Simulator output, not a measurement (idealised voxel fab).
Process module heading - voxel tone inversion
The cross-section shown here is cut; it is 200 nm wide and divided into square cells measuring 5 nm on a side.
Cross-section spec: square-cell grid; bands listed top down; each band is one or more rows. Band entry format. Leading values: height of top, height of bottom, nm. Remainder: materials in left-to-right order, each with its width in nm. Special words: "edge to edge" on a single material, which then fills the band edge to edge; "blank", empty space. The reference from which all heights are counted is 0, the level beneath which the as-received wafer is entirely one material; the lowest band, having no lower bound, proceeds downward and is written after the example "top 0, no bottom". Width spec "30->40" -> top row of cells at first value, bottom row at second value, equal per-row change in between. "nothing got changed", as given for a step, is the statement that not any cell of the cross-section underwent a change during that step. This entry, "Internal closed voids", enumerates those empty regions of no fewer than 8 cells that possess no open connection to the top. Each region is reported in the form width x height at distance, the distance being taken from the left edge, with all three quantities expressed in nm. If you see something after the settings on a step's line, that's the simulator's own remark about that step. overlay nm: for a step with a mask, the amount by which the mask lay right of where it was planned; a negative amount means left of it.
-- The process steps that were planned are listed below
step 1: RECEIVE | material Si
step 2: CONFORMAL_DEP | material SiN | thk nm 5
step 3: DIRECTIONAL_DEP | material aC | thk nm 20
step 4: PATTERN | tone cover | mask id POSTS | material resist | width nm 20 | pitch nm 35 | thk nm 30 | overlay nm 0
step 5: DIRECTIONAL_ETCH | etch materials aC | depth nm 20
step 6: STRIP | etch materials resist
step 7: FILL_DEP | material SiO2 | thk nm 10
step 8: CMP | height nm 25
step 9: STRIP | etch materials aC
step 10: CONFORMAL_DEP | material TiN | thk nm 5
step 11: FILL_DEP | material W | thk nm 10
step 12: CMP | height nm 25
step 13: CONFORMAL_DEP | material SiCN | thk nm 5
-- Received-state cross-section, reflecting completion of step 1
  top 0, no bottom: Si edge to edge
  Internal closed voids: none
-- Cross-section taken at module completion on the first of two wafers; processed per the plan
  top 30, bottom 25: SiCN edge to edge
  top 25, bottom 10: 55 of SiO2, then 5 of TiN, then 10 of W, then 5 of TiN, then 15 of SiO2, then 5 of TiN, then 10 of W, then 5 of TiN, then 15 of SiO2, then 5 of TiN, then 10 of W, then 5 of TiN, then 55 of SiO2
  top 10, bottom 5: 55 of SiO2, then 20 of TiN, then 15 of SiO2, then 20 of TiN, then 15 of SiO2, then 20 of TiN, then 55 of SiO2
  top 5, bottom 0: SiN edge to edge
  top 0, no bottom: Si edge to edge
  Internal closed voids: none
-- End of module, second wafer, cross-section. Started like the first, planned like the first, run with one mistake
  top 25, bottom 20: SiCN edge to edge
  top 20, bottom 10: 55 of SiO2, then 5 of TiN, then 10 of W, then 5 of TiN, then 15 of SiO2, then 5 of TiN, then 10 of W, then 5 of TiN, then 15 of SiO2, then 5 of TiN, then 10 of W, then 5 of TiN, then 55 of SiO2
  top 10, bottom 5: 55 of SiO2, then 20 of TiN, then 15 of SiO2, then 20 of TiN, then 15 of SiO2, then 20 of TiN, then 55 of SiO2
  top 5, bottom 0: SiN edge to edge
  top 0, no bottom: Si edge to edge
  Internal closed voids: none
Misprocessing identified: step 12: run off-plan, actual operation and settings CMP | height nm 20
at the end the second wafer has, in cells: SiO2: 28 fewer | TiN: 6 fewer | W: 6 fewer
